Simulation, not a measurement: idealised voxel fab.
process module | voxel transistor to metal
cross-section cut | 265 nm wide | cells 5 nm
A cross-section is a grid of square cells, given in bands from the top down. A band is one or more rows of cells.
Each band's line starts with the height of the band's top and of its bottom, in nm. Then come its materials from left to right, each with its width in nm. One material with "throughout" fills the band from edge to edge. "air" is empty space.
Height 0 is the level under which the wafer as received is all one material. The lowest band goes on downwards, as in "0 down".
A width such as "30 to 40" changes by the same amount from each row of cells to the next, from the band's top row to its bottom row.
"no change" after a step means that no cell of the cross-section changed.
closed voids: empty space of 8 cells or more with no open way to the top, each as width x height at its distance from the left edge, in nm
after a step's settings: what the simulator itself notes on the step
overlay nm, on a step with a mask: how far to the right of its planned place the mask lay; to the left if negative
plan
1 op RECEIVE | material Si
2 op OXIDIZE | depth nm 5
3 op CONFORMAL_DEP | material SiN | thk nm 10
4 op PATTERN | tone cover | mask id ACTIVE | material resist | width nm 100 | pitch nm 125 | thk nm 20 | overlay nm 0
5 op DIRECTIONAL_ETCH | etch materials SiN | depth nm 10
6 op DIRECTIONAL_ETCH | etch materials SiO2 | depth nm 5
7 op DIRECTIONAL_ETCH | etch materials Si | depth nm 20
8 op STRIP | etch materials resist
9 op OXIDIZE | depth nm 5
10 op FILL_DEP | material SiO2 | thk nm 10
11 op CMP | height nm 10
12 op SELECTIVE_ETCH | etch materials SiO2 | depth nm 10
13 op STRIP | etch materials SiN
14 op SELECTIVE_ETCH | etch materials SiO2 | depth nm 5
15 op OXIDIZE | depth nm 5
16 op DIRECTIONAL_DEP | material polySi | thk nm 30
17 op DIRECTIONAL_DEP | material SiCN | thk nm 10
18 op MASKED_ETCH | tone cover | mask id GATE | width nm 20 | pitch nm 125 | etch materials SiCN | depth nm 20 | overlay nm 0
19 op MASKED_ETCH | tone cover | mask id GATE | width nm 20 | pitch nm 125 | etch materials polySi | depth nm 40 | overlay nm 0
20 op CONFORMAL_DEP | material SiN | thk nm 5
21 op DIRECTIONAL_ETCH | etch materials SiN | depth nm 5
22 op DIRECTIONAL_ETCH | etch materials SiO2 | depth nm 5
23 op EPI | material nSi | thk nm 5
24 op FILL_DEP | material SiO2 | thk nm 5
25 op CMP | height nm 35
26 op DIRECTIONAL_DEP | material SiO2 | thk nm 15
27 op MASKED_ETCH | tone open | mask id CONTACT | width nm 15 | etch materials SiO2 | depth nm 55 | overlay nm 0
28 op CONFORMAL_DEP | material TiN | thk nm 5
29 op FILL_DEP | material W | thk nm 10
30 op CMP | height nm 50
31 op CONFORMAL_DEP | material SiN | thk nm 5
32 op DIRECTIONAL_DEP | material lowk | thk nm 15
33 op PATTERN | tone open | mask id METAL_1 | material resist | width nm 15 | thk nm 15 | overlay nm 0
34 op DIRECTIONAL_ETCH | etch materials lowk | depth nm 15
35 op DIRECTIONAL_ETCH | etch materials SiN | depth nm 5
36 op STRIP | etch materials resist
37 op CONFORMAL_DEP | material TiN | thk nm 5
38 op FILL_DEP | material Ru | thk nm 10
39 op CMP | height nm 70
40 op EPI | material Ru | thk nm 5
41 op FILL_DEP | material SiCN | thk nm 5
42 op DIRECTIONAL_DEP | material lowk | thk nm 35
43 op DIRECTIONAL_DEP | material aC | thk nm 15
44 op PATTERN | tone open | mask id METAL_2 | material resist | width nm 15 | pitch nm 125 | thk nm 30 | overlay nm 0
45 op DIRECTIONAL_ETCH | etch materials aC | depth nm 15
46 op STRIP | etch materials resist
47 op DIRECTIONAL_ETCH | etch materials lowk | depth nm 20
48 op STRIP | etch materials aC
49 op PATTERN | tone open | mask id METAL_2_HOLES | material resist | width nm 15 | pitch nm 125 | thk nm 15 | overlay nm 0
50 op DIRECTIONAL_ETCH | etch materials lowk | depth nm 15
51 op DIRECTIONAL_ETCH | etch materials SiCN | depth nm 5
52 op STRIP | etch materials resist
53 op CONFORMAL_DEP | material TiN | thk nm 5
54 op FILL_DEP | material Ru | thk nm 5
55 op CMP | height nm 115
56 op CONFORMAL_DEP | material SiN | thk nm 5
first wafer, as planned
as received, after step 1
  0 down: Si throughout
  closed voids: none
after step 2
  0 to -5: SiO2 throughout
  below -5: unchanged
after step 3
  10 to 0: SiN throughout
  below 0: unchanged
after step 4
  30 to 10: air 20 | resist 100 | air 25 | resist 100 | air 20
  below 10: unchanged
after step 5
  30 to 10: air 20 | resist 100 | air 25 | resist 100 | air 20
  10 to 0: air 20 | SiN 100 | air 25 | SiN 100 | air 20
  below 0: unchanged
after step 6
  30 to 10: air 20 | resist 100 | air 25 | resist 100 | air 20
  10 to 0: air 20 | SiN 100 | air 25 | SiN 100 | air 20
  0 to -5: air 20 | SiO2 100 | air 25 | SiO2 100 | air 20
  below -5: unchanged
after step 7
  30 to 10: air 20 | resist 100 | air 25 | resist 100 | air 20
  10 to 0: air 20 | SiN 100 | air 25 | SiN 100 | air 20
  0 to -5: air 20 | SiO2 100 | air 25 | SiO2 100 | air 20
  -5 to -25: air 20 | Si 100 | air 25 | Si 100 | air 20
  below -25: unchanged
after step 8
  10 to 0: air 20 | SiN 100 | air 25 | SiN 100 | air 20
  below 0: unchanged
after step 9
  10 to 0: air 20 | SiN 100 | air 25 | SiN 100 | air 20
  0 to -5: air 20 | SiO2 100 | air 25 | SiO2 100 | air 20
  -5 to -25: air 20 | SiO2 5 | Si 90 | SiO2 5 | air 25 | SiO2 5 | Si 90 | SiO2 5 | air 20
  -25 to -30: SiO2 25 | Si 90 | SiO2 35 | Si 90 | SiO2 25
  below -30: unchanged
after step 10
  20 to 10: SiO2 throughout
  10 to 0: SiO2 20 | SiN 100 | SiO2 25 | SiN 100 | SiO2 20
  0 to -5: SiO2 throughout
  -5 to -30: SiO2 25 | Si 90 | SiO2 35 | Si 90 | SiO2 25
  below -30: unchanged
after step 11
  10 to 0: SiO2 20 | SiN 100 | SiO2 25 | SiN 100 | SiO2 20
  below 0: unchanged
after step 12
  10 to 0: air 20 | SiN 100 | air 25 | SiN 100 | air 20
  below 0: unchanged
after step 13
  0 to -5: SiO2 throughout
  below -5: unchanged
after step 14
  -5 to -30: SiO2 25 | Si 90 | SiO2 35 | Si 90 | SiO2 25
  below -30: unchanged
after step 15
  -5 to -10: SiO2 throughout
  below -10: unchanged
after step 16
  25 to -5: polySi throughout
  below -5: unchanged
after step 17
  35 to 25: SiCN throughout
  below 25: unchanged
after step 18
  35 to 25: air 60 | SiCN 20 | air 105 | SiCN 20 | air 60
  below 25: unchanged
after step 19
  35 to 25: air 60 | SiCN 20 | air 105 | SiCN 20 | air 60
  25 to -5: air 60 | polySi 20 | air 105 | polySi 20 | air 60
  below -5: unchanged
after step 20
  40 to 35: air 55 | SiN 30 | air 95 | SiN 30 | air 55
  35 to 25: air 55 | SiN 5 | SiCN 20 | SiN 5 | air 95 | SiN 5 | SiCN 20 | SiN 5 | air 55
  25 to 0: air 55 | SiN 5 | polySi 20 | SiN 5 | air 95 | SiN 5 | polySi 20 | SiN 5 | air 55
  0 to -5: SiN 60 | polySi 20 | SiN 105 | polySi 20 | SiN 60
  below -5: unchanged
after step 21
  35 to 25: air 55 | SiN 5 | SiCN 20 | SiN 5 | air 95 | SiN 5 | SiCN 20 | SiN 5 | air 55
  25 to -5: air 55 | SiN 5 | polySi 20 | SiN 5 | air 95 | SiN 5 | polySi 20 | SiN 5 | air 55
  below -5: unchanged
after step 22
  35 to 25: air 55 | SiN 5 | SiCN 20 | SiN 5 | air 95 | SiN 5 | SiCN 20 | SiN 5 | air 55
  25 to -5: air 55 | SiN 5 | polySi 20 | SiN 5 | air 95 | SiN 5 | polySi 20 | SiN 5 | air 55
  -5 to -10: air 55 | SiO2 30 | air 95 | SiO2 30 | air 55
  below -10: unchanged
after step 23
  35 to 25: air 55 | SiN 5 | SiCN 20 | SiN 5 | air 95 | SiN 5 | SiCN 20 | SiN 5 | air 55
  25 to -5: air 55 | SiN 5 | polySi 20 | SiN 5 | air 95 | SiN 5 | polySi 20 | SiN 5 | air 55
  -5 to -10: air 20 | nSi 35 | SiO2 30 | nSi 35 | air 25 | nSi 35 | SiO2 30 | nSi 35 | air 20
  below -10: unchanged
after step 24
  40 to 35: SiO2 throughout
  35 to 25: SiO2 55 | SiN 5 | SiCN 20 | SiN 5 | SiO2 95 | SiN 5 | SiCN 20 | SiN 5 | SiO2 55
  25 to -5: SiO2 55 | SiN 5 | polySi 20 | SiN 5 | SiO2 95 | SiN 5 | polySi 20 | SiN 5 | SiO2 55
  -5 to -10: SiO2 20 | nSi 35 | SiO2 30 | nSi 35 | SiO2 25 | nSi 35 | SiO2 30 | nSi 35 | SiO2 20
  below -10: unchanged
after step 25
  35 to 25: SiO2 55 | SiN 5 | SiCN 20 | SiN 5 | SiO2 95 | SiN 5 | SiCN 20 | SiN 5 | SiO2 55
  below 25: unchanged
after step 26
  50 to 35: SiO2 throughout
  below 35: unchanged
after step 27
  50 to 35: SiO2 30 | air 15 | SiO2 50 | air 15 | SiO2 45 | air 15 | SiO2 50 | air 15 | SiO2 30
  35 to 25: SiO2 30 | air 15 | SiO2 10 | SiN 5 | SiCN 20 | SiN 5 | SiO2 10 | air 15 | SiO2 45 | air 15 | SiO2 10 | SiN 5 | SiCN 20 | SiN 5 | SiO2 10 | air 15 | SiO2 30
  25 to -5: SiO2 30 | air 15 | SiO2 10 | SiN 5 | polySi 20 | SiN 5 | SiO2 10 | air 15 | SiO2 45 | air 15 | SiO2 10 | SiN 5 | polySi 20 | SiN 5 | SiO2 10 | air 15 | SiO2 30
  below -5: unchanged
after step 28
  55 to 50: TiN 35 | air 5 | TiN 60 | air 5 | TiN 55 | air 5 | TiN 60 | air 5 | TiN 35
  50 to 35: SiO2 30 | TiN 5 | air 5 | TiN 5 | SiO2 50 | TiN 5 | air 5 | TiN 5 | SiO2 45 | TiN 5 | air 5 | TiN 5 | SiO2 50 | TiN 5 | air 5 | TiN 5 | SiO2 30
  35 to 25: SiO2 30 | TiN 5 | air 5 | TiN 5 | SiO2 10 | SiN 5 | SiCN 20 | SiN 5 | SiO2 10 | TiN 5 | air 5 | TiN 5 | SiO2 45 | TiN 5 | air 5 | TiN 5 | SiO2 10 | SiN 5 | SiCN 20 | SiN 5 | SiO2 10 | TiN 5 | air 5 | TiN 5 | SiO2 30
  25 to 0: SiO2 30 | TiN 5 | air 5 | TiN 5 | SiO2 10 | SiN 5 | polySi 20 | SiN 5 | SiO2 10 | TiN 5 | air 5 | TiN 5 | SiO2 45 | TiN 5 | air 5 | TiN 5 | SiO2 10 | SiN 5 | polySi 20 | SiN 5 | SiO2 10 | TiN 5 | air 5 | TiN 5 | SiO2 30
  0 to -5: SiO2 30 | TiN 15 | SiO2 10 | SiN 5 | polySi 20 | SiN 5 | SiO2 10 | TiN 15 | SiO2 45 | TiN 15 | SiO2 10 | SiN 5 | polySi 20 | SiN 5 | SiO2 10 | TiN 15 | SiO2 30
  below -5: unchanged
after step 29
  65 to 55: W throughout
  55 to 50: TiN 35 | W 5 | TiN 60 | W 5 | TiN 55 | W 5 | TiN 60 | W 5 | TiN 35
  50 to 35: SiO2 30 | TiN 5 | W 5 | TiN 5 | SiO2 50 | TiN 5 | W 5 | TiN 5 | SiO2 45 | TiN 5 | W 5 | TiN 5 | SiO2 50 | TiN 5 | W 5 | TiN 5 | SiO2 30
  35 to 25: SiO2 30 | TiN 5 | W 5 | TiN 5 | SiO2 10 | SiN 5 | SiCN 20 | SiN 5 | SiO2 10 | TiN 5 | W 5 | TiN 5 | SiO2 45 | TiN 5 | W 5 | TiN 5 | SiO2 10 | SiN 5 | SiCN 20 | SiN 5 | SiO2 10 | TiN 5 | W 5 | TiN 5 | SiO2 30
  25 to 0: SiO2 30 | TiN 5 | W 5 | TiN 5 | SiO2 10 | SiN 5 | polySi 20 | SiN 5 | SiO2 10 | TiN 5 | W 5 | TiN 5 | SiO2 45 | TiN 5 | W 5 | TiN 5 | SiO2 10 | SiN 5 | polySi 20 | SiN 5 | SiO2 10 | TiN 5 | W 5 | TiN 5 | SiO2 30
  below 0: unchanged
after step 30
  50 to 35: SiO2 30 | TiN 5 | W 5 | TiN 5 | SiO2 50 | TiN 5 | W 5 | TiN 5 | SiO2 45 | TiN 5 | W 5 | TiN 5 | SiO2 50 | TiN 5 | W 5 | TiN 5 | SiO2 30
  below 35: unchanged
after step 31
  55 to 50: SiN throughout
  below 50: unchanged
after step 32
  70 to 55: lowk throughout
  below 55: unchanged
after step 33
  85 to 70: resist 30 | air 15 | resist 50 | air 15 | resist 45 | air 15 | resist 50 | air 15 | resist 30
  below 70: unchanged
after step 34
  85 to 70: resist 30 | air 15 | resist 50 | air 15 | resist 45 | air 15 | resist 50 | air 15 | resist 30
  70 to 55: lowk 30 | air 15 | lowk 50 | air 15 | lowk 45 | air 15 | lowk 50 | air 15 | lowk 30
  below 55: unchanged
after step 35
  85 to 70: resist 30 | air 15 | resist 50 | air 15 | resist 45 | air 15 | resist 50 | air 15 | resist 30
  70 to 55: lowk 30 | air 15 | lowk 50 | air 15 | lowk 45 | air 15 | lowk 50 | air 15 | lowk 30
  55 to 50: SiN 30 | air 15 | SiN 50 | air 15 | SiN 45 | air 15 | SiN 50 | air 15 | SiN 30
  below 50: unchanged
after step 36
  70 to 55: lowk 30 | air 15 | lowk 50 | air 15 | lowk 45 | air 15 | lowk 50 | air 15 | lowk 30
  below 55: unchanged
after step 37
  75 to 70: TiN 35 | air 5 | TiN 60 | air 5 | TiN 55 | air 5 | TiN 60 | air 5 | TiN 35
  70 to 55: lowk 30 | TiN 5 | air 5 | TiN 5 | lowk 50 | TiN 5 | air 5 | TiN 5 | lowk 45 | TiN 5 | air 5 | TiN 5 | lowk 50 | TiN 5 | air 5 | TiN 5 | lowk 30
  55 to 50: SiN 30 | TiN 15 | SiN 50 | TiN 15 | SiN 45 | TiN 15 | SiN 50 | TiN 15 | SiN 30
  below 50: unchanged
after step 38
  85 to 75: Ru throughout
  75 to 70: TiN 35 | Ru 5 | TiN 60 | Ru 5 | TiN 55 | Ru 5 | TiN 60 | Ru 5 | TiN 35
  70 to 55: lowk 30 | TiN 5 | Ru 5 | TiN 5 | lowk 50 | TiN 5 | Ru 5 | TiN 5 | lowk 45 | TiN 5 | Ru 5 | TiN 5 | lowk 50 | TiN 5 | Ru 5 | TiN 5 | lowk 30
  below 55: unchanged
after step 39
  70 to 55: lowk 30 | TiN 5 | Ru 5 | TiN 5 | lowk 50 | TiN 5 | Ru 5 | TiN 5 | lowk 45 | TiN 5 | Ru 5 | TiN 5 | lowk 50 | TiN 5 | Ru 5 | TiN 5 | lowk 30
  below 55: unchanged
after step 40
  75 to 70: air 25 | Ru 25 | air 40 | Ru 25 | air 35 | Ru 25 | air 40 | Ru 25 | air 25
  below 70: unchanged
after step 41
  80 to 75: SiCN throughout
  75 to 70: SiCN 25 | Ru 25 | SiCN 40 | Ru 25 | SiCN 35 | Ru 25 | SiCN 40 | Ru 25 | SiCN 25
  below 70: unchanged
after step 42
  115 to 80: lowk throughout
  below 80: unchanged
after step 43
  130 to 115: aC throughout
  below 115: unchanged
after step 44
  160 to 130: resist 30 | air 15 | resist 110 | air 15 | resist 95
  below 130: unchanged
after step 45
  145 to 130: resist 30 | air 15 | resist 110 | air 15 | resist 95
  130 to 115: aC 30 | air 15 | aC 110 | air 15 | aC 95
  below 115: unchanged
after step 46
  130 to 115: aC 30 | air 15 | aC 110 | air 15 | aC 95
  below 115: unchanged
after step 47
  130 to 115: aC 30 | air 15 | aC 110 | air 15 | aC 95
  115 to 95: lowk 30 | air 15 | lowk 110 | air 15 | lowk 95
  below 95: unchanged
after step 48
  115 to 95: lowk 30 | air 15 | lowk 110 | air 15 | lowk 95
  below 95: unchanged
after step 49
  130 to 115: resist 30 | air 15 | resist 110 | air 15 | resist 95
  below 115: unchanged
after step 50
  130 to 115: resist 30 | air 15 | resist 110 | air 15 | resist 95
  115 to 80: lowk 30 | air 15 | lowk 110 | air 15 | lowk 95
  below 80: unchanged
after step 51
  130 to 115: resist 30 | air 15 | resist 110 | air 15 | resist 95
  115 to 80: lowk 30 | air 15 | lowk 110 | air 15 | lowk 95
  80 to 75: SiCN 30 | air 15 | SiCN 110 | air 15 | SiCN 95
  below 75: unchanged
after step 52
  115 to 80: lowk 30 | air 15 | lowk 110 | air 15 | lowk 95
  below 80: unchanged
after step 53
  120 to 115: TiN 35 | air 5 | TiN 120 | air 5 | TiN 100
  115 to 80: lowk 30 | TiN 5 | air 5 | TiN 5 | lowk 110 | TiN 5 | air 5 | TiN 5 | lowk 95
  80 to 75: SiCN 30 | TiN 15 | SiCN 110 | TiN 15 | SiCN 95
  below 75: unchanged
after step 54
  125 to 120: Ru throughout
  120 to 115: TiN 35 | Ru 5 | TiN 120 | Ru 5 | TiN 100
  115 to 80: lowk 30 | TiN 5 | Ru 5 | TiN 5 | lowk 110 | TiN 5 | Ru 5 | TiN 5 | lowk 95
  below 80: unchanged
after step 55
  115 to 80: lowk 30 | TiN 5 | Ru 5 | TiN 5 | lowk 110 | TiN 5 | Ru 5 | TiN 5 | lowk 95
  below 80: unchanged
after step 56
  120 to 115: SiN throughout
  below 115: unchanged
second wafer: like start, like plan, one mistake. Through step 6 it matches the first wafer
when step 7 should have ended
  30 to 10: air 20 | resist 100 | air 25 | resist 100 | air 20
  10 to 0: air 20 | SiN 100 | air 25 | SiN 100 | air 20
  0 to -5: air 20 | SiO2 100 | air 25 | SiO2 100 | air 20
  -5 to -45: air 20 | Si 100 | air 25 | Si 100 | air 20
  below -45: unchanged
when step 8 should have ended
  10 to 0: air 20 | SiN 100 | air 25 | SiN 100 | air 20
  below 0: unchanged
when step 9 should have ended
  10 to 0: air 20 | SiN 100 | air 25 | SiN 100 | air 20
  0 to -5: air 20 | SiO2 100 | air 25 | SiO2 100 | air 20
  -5 to -45: air 20 | SiO2 5 | Si 90 | SiO2 5 | air 25 | SiO2 5 | Si 90 | SiO2 5 | air 20
  -45 to -50: SiO2 25 | Si 90 | SiO2 35 | Si 90 | SiO2 25
  below -50: unchanged
when step 10 should have ended
  20 to 10: SiO2 throughout
  10 to 0: SiO2 20 | SiN 100 | SiO2 25 | SiN 100 | SiO2 20
  0 to -5: SiO2 throughout
  -5 to -50: SiO2 25 | Si 90 | SiO2 35 | Si 90 | SiO2 25
  below -50: unchanged
when step 11 should have ended
  10 to 0: SiO2 20 | SiN 100 | SiO2 25 | SiN 100 | SiO2 20
  below 0: unchanged
when step 12 should have ended
  10 to 0: air 20 | SiN 100 | air 25 | SiN 100 | air 20
  below 0: unchanged
when step 13 should have ended
  0 to -5: SiO2 throughout
  below -5: unchanged
when step 14 should have ended
  -5 to -50: SiO2 25 | Si 90 | SiO2 35 | Si 90 | SiO2 25
  below -50: unchanged
when step 15 should have ended
  -5 to -10: SiO2 throughout
  below -10: unchanged
when step 16 should have ended
  25 to -5: polySi throughout
  below -5: unchanged
when step 17 should have ended
  35 to 25: SiCN throughout
  below 25: unchanged
when step 18 should have ended
  35 to 25: air 60 | SiCN 20 | air 105 | SiCN 20 | air 60
  below 25: unchanged
when step 19 should have ended
  35 to 25: air 60 | SiCN 20 | air 105 | SiCN 20 | air 60
  25 to -5: air 60 | polySi 20 | air 105 | polySi 20 | air 60
  below -5: unchanged
when step 20 should have ended
  40 to 35: air 55 | SiN 30 | air 95 | SiN 30 | air 55
  35 to 25: air 55 | SiN 5 | SiCN 20 | SiN 5 | air 95 | SiN 5 | SiCN 20 | SiN 5 | air 55
  25 to 0: air 55 | SiN 5 | polySi 20 | SiN 5 | air 95 | SiN 5 | polySi 20 | SiN 5 | air 55
  0 to -5: SiN 60 | polySi 20 | SiN 105 | polySi 20 | SiN 60
  below -5: unchanged
when step 21 should have ended
  35 to 25: air 55 | SiN 5 | SiCN 20 | SiN 5 | air 95 | SiN 5 | SiCN 20 | SiN 5 | air 55
  25 to -5: air 55 | SiN 5 | polySi 20 | SiN 5 | air 95 | SiN 5 | polySi 20 | SiN 5 | air 55
  below -5: unchanged
when step 22 should have ended
  35 to 25: air 55 | SiN 5 | SiCN 20 | SiN 5 | air 95 | SiN 5 | SiCN 20 | SiN 5 | air 55
  25 to -5: air 55 | SiN 5 | polySi 20 | SiN 5 | air 95 | SiN 5 | polySi 20 | SiN 5 | air 55
  -5 to -10: air 55 | SiO2 30 | air 95 | SiO2 30 | air 55
  below -10: unchanged
when step 23 should have ended
  35 to 25: air 55 | SiN 5 | SiCN 20 | SiN 5 | air 95 | SiN 5 | SiCN 20 | SiN 5 | air 55
  25 to -5: air 55 | SiN 5 | polySi 20 | SiN 5 | air 95 | SiN 5 | polySi 20 | SiN 5 | air 55
  -5 to -10: air 20 | nSi 35 | SiO2 30 | nSi 35 | air 25 | nSi 35 | SiO2 30 | nSi 35 | air 20
  below -10: unchanged
when step 24 should have ended
  40 to 35: SiO2 throughout
  35 to 25: SiO2 55 | SiN 5 | SiCN 20 | SiN 5 | SiO2 95 | SiN 5 | SiCN 20 | SiN 5 | SiO2 55
  25 to -5: SiO2 55 | SiN 5 | polySi 20 | SiN 5 | SiO2 95 | SiN 5 | polySi 20 | SiN 5 | SiO2 55
  -5 to -10: SiO2 20 | nSi 35 | SiO2 30 | nSi 35 | SiO2 25 | nSi 35 | SiO2 30 | nSi 35 | SiO2 20
  below -10: unchanged
when step 25 should have ended
  35 to 25: SiO2 55 | SiN 5 | SiCN 20 | SiN 5 | SiO2 95 | SiN 5 | SiCN 20 | SiN 5 | SiO2 55
  below 25: unchanged
when step 26 should have ended
  50 to 35: SiO2 throughout
  below 35: unchanged
when step 27 should have ended
  50 to 35: SiO2 30 | air 15 | SiO2 50 | air 15 | SiO2 45 | air 15 | SiO2 50 | air 15 | SiO2 30
  35 to 25: SiO2 30 | air 15 | SiO2 10 | SiN 5 | SiCN 20 | SiN 5 | SiO2 10 | air 15 | SiO2 45 | air 15 | SiO2 10 | SiN 5 | SiCN 20 | SiN 5 | SiO2 10 | air 15 | SiO2 30
  25 to -5: SiO2 30 | air 15 | SiO2 10 | SiN 5 | polySi 20 | SiN 5 | SiO2 10 | air 15 | SiO2 45 | air 15 | SiO2 10 | SiN 5 | polySi 20 | SiN 5 | SiO2 10 | air 15 | SiO2 30
  below -5: unchanged
when step 28 should have ended
  55 to 50: TiN 35 | air 5 | TiN 60 | air 5 | TiN 55 | air 5 | TiN 60 | air 5 | TiN 35
  50 to 35: SiO2 30 | TiN 5 | air 5 | TiN 5 | SiO2 50 | TiN 5 | air 5 | TiN 5 | SiO2 45 | TiN 5 | air 5 | TiN 5 | SiO2 50 | TiN 5 | air 5 | TiN 5 | SiO2 30
  35 to 25: SiO2 30 | TiN 5 | air 5 | TiN 5 | SiO2 10 | SiN 5 | SiCN 20 | SiN 5 | SiO2 10 | TiN 5 | air 5 | TiN 5 | SiO2 45 | TiN 5 | air 5 | TiN 5 | SiO2 10 | SiN 5 | SiCN 20 | SiN 5 | SiO2 10 | TiN 5 | air 5 | TiN 5 | SiO2 30
  25 to 0: SiO2 30 | TiN 5 | air 5 | TiN 5 | SiO2 10 | SiN 5 | polySi 20 | SiN 5 | SiO2 10 | TiN 5 | air 5 | TiN 5 | SiO2 45 | TiN 5 | air 5 | TiN 5 | SiO2 10 | SiN 5 | polySi 20 | SiN 5 | SiO2 10 | TiN 5 | air 5 | TiN 5 | SiO2 30
  0 to -5: SiO2 30 | TiN 15 | SiO2 10 | SiN 5 | polySi 20 | SiN 5 | SiO2 10 | TiN 15 | SiO2 45 | TiN 15 | SiO2 10 | SiN 5 | polySi 20 | SiN 5 | SiO2 10 | TiN 15 | SiO2 30
  below -5: unchanged
when step 29 should have ended
  65 to 55: W throughout
  55 to 50: TiN 35 | W 5 | TiN 60 | W 5 | TiN 55 | W 5 | TiN 60 | W 5 | TiN 35
  50 to 35: SiO2 30 | TiN 5 | W 5 | TiN 5 | SiO2 50 | TiN 5 | W 5 | TiN 5 | SiO2 45 | TiN 5 | W 5 | TiN 5 | SiO2 50 | TiN 5 | W 5 | TiN 5 | SiO2 30
  35 to 25: SiO2 30 | TiN 5 | W 5 | TiN 5 | SiO2 10 | SiN 5 | SiCN 20 | SiN 5 | SiO2 10 | TiN 5 | W 5 | TiN 5 | SiO2 45 | TiN 5 | W 5 | TiN 5 | SiO2 10 | SiN 5 | SiCN 20 | SiN 5 | SiO2 10 | TiN 5 | W 5 | TiN 5 | SiO2 30
  25 to 0: SiO2 30 | TiN 5 | W 5 | TiN 5 | SiO2 10 | SiN 5 | polySi 20 | SiN 5 | SiO2 10 | TiN 5 | W 5 | TiN 5 | SiO2 45 | TiN 5 | W 5 | TiN 5 | SiO2 10 | SiN 5 | polySi 20 | SiN 5 | SiO2 10 | TiN 5 | W 5 | TiN 5 | SiO2 30
  below 0: unchanged
when step 30 should have ended
  50 to 35: SiO2 30 | TiN 5 | W 5 | TiN 5 | SiO2 50 | TiN 5 | W 5 | TiN 5 | SiO2 45 | TiN 5 | W 5 | TiN 5 | SiO2 50 | TiN 5 | W 5 | TiN 5 | SiO2 30
  below 35: unchanged
when step 31 should have ended
  55 to 50: SiN throughout
  below 50: unchanged
when step 32 should have ended
  70 to 55: lowk throughout
  below 55: unchanged
when step 33 should have ended
  85 to 70: resist 30 | air 15 | resist 50 | air 15 | resist 45 | air 15 | resist 50 | air 15 | resist 30
  below 70: unchanged
when step 34 should have ended
  85 to 70: resist 30 | air 15 | resist 50 | air 15 | resist 45 | air 15 | resist 50 | air 15 | resist 30
  70 to 55: lowk 30 | air 15 | lowk 50 | air 15 | lowk 45 | air 15 | lowk 50 | air 15 | lowk 30
  below 55: unchanged
when step 35 should have ended
  85 to 70: resist 30 | air 15 | resist 50 | air 15 | resist 45 | air 15 | resist 50 | air 15 | resist 30
  70 to 55: lowk 30 | air 15 | lowk 50 | air 15 | lowk 45 | air 15 | lowk 50 | air 15 | lowk 30
  55 to 50: SiN 30 | air 15 | SiN 50 | air 15 | SiN 45 | air 15 | SiN 50 | air 15 | SiN 30
  below 50: unchanged
when step 36 should have ended
  70 to 55: lowk 30 | air 15 | lowk 50 | air 15 | lowk 45 | air 15 | lowk 50 | air 15 | lowk 30
  below 55: unchanged
when step 37 should have ended
  75 to 70: TiN 35 | air 5 | TiN 60 | air 5 | TiN 55 | air 5 | TiN 60 | air 5 | TiN 35
  70 to 55: lowk 30 | TiN 5 | air 5 | TiN 5 | lowk 50 | TiN 5 | air 5 | TiN 5 | lowk 45 | TiN 5 | air 5 | TiN 5 | lowk 50 | TiN 5 | air 5 | TiN 5 | lowk 30
  55 to 50: SiN 30 | TiN 15 | SiN 50 | TiN 15 | SiN 45 | TiN 15 | SiN 50 | TiN 15 | SiN 30
  below 50: unchanged
when step 38 should have ended
  85 to 75: Ru throughout
  75 to 70: TiN 35 | Ru 5 | TiN 60 | Ru 5 | TiN 55 | Ru 5 | TiN 60 | Ru 5 | TiN 35
  70 to 55: lowk 30 | TiN 5 | Ru 5 | TiN 5 | lowk 50 | TiN 5 | Ru 5 | TiN 5 | lowk 45 | TiN 5 | Ru 5 | TiN 5 | lowk 50 | TiN 5 | Ru 5 | TiN 5 | lowk 30
  below 55: unchanged
when step 39 should have ended
  70 to 55: lowk 30 | TiN 5 | Ru 5 | TiN 5 | lowk 50 | TiN 5 | Ru 5 | TiN 5 | lowk 45 | TiN 5 | Ru 5 | TiN 5 | lowk 50 | TiN 5 | Ru 5 | TiN 5 | lowk 30
  below 55: unchanged
when step 40 should have ended
  75 to 70: air 25 | Ru 25 | air 40 | Ru 25 | air 35 | Ru 25 | air 40 | Ru 25 | air 25
  below 70: unchanged
when step 41 should have ended
  80 to 75: SiCN throughout
  75 to 70: SiCN 25 | Ru 25 | SiCN 40 | Ru 25 | SiCN 35 | Ru 25 | SiCN 40 | Ru 25 | SiCN 25
  below 70: unchanged
when step 42 should have ended
  115 to 80: lowk throughout
  below 80: unchanged
when step 43 should have ended
  130 to 115: aC throughout
  below 115: unchanged
when step 44 should have ended
  160 to 130: resist 30 | air 15 | resist 110 | air 15 | resist 95
  below 130: unchanged
when step 45 should have ended
  145 to 130: resist 30 | air 15 | resist 110 | air 15 | resist 95
  130 to 115: aC 30 | air 15 | aC 110 | air 15 | aC 95
  below 115: unchanged
when step 46 should have ended
  130 to 115: aC 30 | air 15 | aC 110 | air 15 | aC 95
  below 115: unchanged
when step 47 should have ended
  130 to 115: aC 30 | air 15 | aC 110 | air 15 | aC 95
  115 to 95: lowk 30 | air 15 | lowk 110 | air 15 | lowk 95
  below 95: unchanged
when step 48 should have ended
  115 to 95: lowk 30 | air 15 | lowk 110 | air 15 | lowk 95
  below 95: unchanged
when step 49 should have ended
  130 to 115: resist 30 | air 15 | resist 110 | air 15 | resist 95
  below 115: unchanged
when step 50 should have ended
  130 to 115: resist 30 | air 15 | resist 110 | air 15 | resist 95
  115 to 80: lowk 30 | air 15 | lowk 110 | air 15 | lowk 95
  below 80: unchanged
when step 51 should have ended
  130 to 115: resist 30 | air 15 | resist 110 | air 15 | resist 95
  115 to 80: lowk 30 | air 15 | lowk 110 | air 15 | lowk 95
  80 to 75: SiCN 30 | air 15 | SiCN 110 | air 15 | SiCN 95
  below 75: unchanged
when step 52 should have ended
  115 to 80: lowk 30 | air 15 | lowk 110 | air 15 | lowk 95
  below 80: unchanged
when step 53 should have ended
  120 to 115: TiN 35 | air 5 | TiN 120 | air 5 | TiN 100
  115 to 80: lowk 30 | TiN 5 | air 5 | TiN 5 | lowk 110 | TiN 5 | air 5 | TiN 5 | lowk 95
  80 to 75: SiCN 30 | TiN 15 | SiCN 110 | TiN 15 | SiCN 95
  below 75: unchanged
when step 54 should have ended
  125 to 120: Ru throughout
  120 to 115: TiN 35 | Ru 5 | TiN 120 | Ru 5 | TiN 100
  115 to 80: lowk 30 | TiN 5 | Ru 5 | TiN 5 | lowk 110 | TiN 5 | Ru 5 | TiN 5 | lowk 95
  below 80: unchanged
when step 55 should have ended
  115 to 80: lowk 30 | TiN 5 | Ru 5 | TiN 5 | lowk 110 | TiN 5 | Ru 5 | TiN 5 | lowk 95
  below 80: unchanged
when step 56 should have ended
  120 to 115: SiN throughout
  below 115: unchanged
what went wrong: step 7 was run twice
at the end the second wafer has, in cells: 68 fewer of Si | 68 more of SiO2
